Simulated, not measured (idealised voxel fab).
The document below concerns the process module designated voxel spacer lines.
Cross-section cut spans 250 nm and uses square cells 5 nm in size.
Reading order for cross-sections: top band down to bottom band. Underlying form: a grid of square cells. Band size: one or more rows of cells.
The entry gives the band's vertical extent as a top height and a bottom height in nm, then its horizontal make-up as materials from left to right, each with a width in nm. "empty" stands for empty space; a single material marked "everywhere" fills the band edge to edge.
Measure heights from 0. That's the level where, below it, the as-received wafer is all one material. The lowest band is bottomless and extends downward; write it as in "0 nm and below".
Graded width ("30->40"): value in top row of band = first number; value in bottom row = second number; row-to-row change constant.
It should be understood that the words "no change", when stated for a given step, signify that the cross-section underwent no change in any of its cells during that step.
Voids not open to the top, 8 cells minimum: see "Closed cavities". Written width x height at distance; distance is from the left edge; nm.
That trailing text on a step's line, after the settings, is the simulator's own remark on the step.
The "overlay nm" setting may appear on a step's line; for a step that uses a mask, it gives how far to the right of its planned position the mask lay, and a negative value indicates the left.
Process steps foreseen in the plan:
1,op RECEIVE | material Si
2,op CONFORMAL_DEP | material Al2O3 | thk nm 10
3,op DIRECTIONAL_DEP | material SiN | thk nm 20
4,op DIRECTIONAL_DEP | material aC | thk nm 20
5,op PATTERN | tone cover | mask id MANDREL | material resist | width nm 15 | pitch nm 50 | thk nm 30 | overlay nm -15
6,op DIRECTIONAL_ETCH | etch materials aC | depth nm 20
7,op STRIP | etch materials resist
8,op CONFORMAL_DEP | material SiO2 | thk nm 10
9,op DIRECTIONAL_ETCH | etch materials SiO2 | depth nm 10
10,op STRIP | etch materials aC
11,op DIRECTIONAL_ETCH | etch materials SiN | depth nm 20
12,op STRIP | etch materials SiO2
13,op FILL_DEP | material lowk | thk nm 5
14,op CMP | height nm 30
varied across the wafers: overlay nm of step 5. The plan shows the first wafer's value. All wafers start alike
This is how the first of several wafers looked in cross-section when it arrived, which is after step 1:
	0 nm and below | Si everywhere
	Closed cavities: none
Here is how to read the rows: every wafer has a row, and it shows the wafer at the end of the module, giving for each material how many cells were gained (+) or lost (-) since the wafer was received, then listing its closed voids:
overlay nm -15 | +100 Al2O3 | +48 SiN | +152 lowk | Closed cavities: none
overlay nm -10 | +100 Al2O3 | +48 SiN | +152 lowk | Closed cavities: none
overlay nm -5 | +100 Al2O3 | +48 SiN | +152 lowk | Closed cavities: none
overlay nm 0 | +100 Al2O3 | +48 SiN | +152 lowk | Closed cavities: none
overlay nm 5 | +100 Al2O3 | +48 SiN | +152 lowk | Closed cavities: none
overlay nm 10 | +100 Al2O3 | +48 SiN | +152 lowk | Closed cavities: none
overlay nm 15 | +100 Al2O3 | +48 SiN | +152 lowk | Closed cavities: none
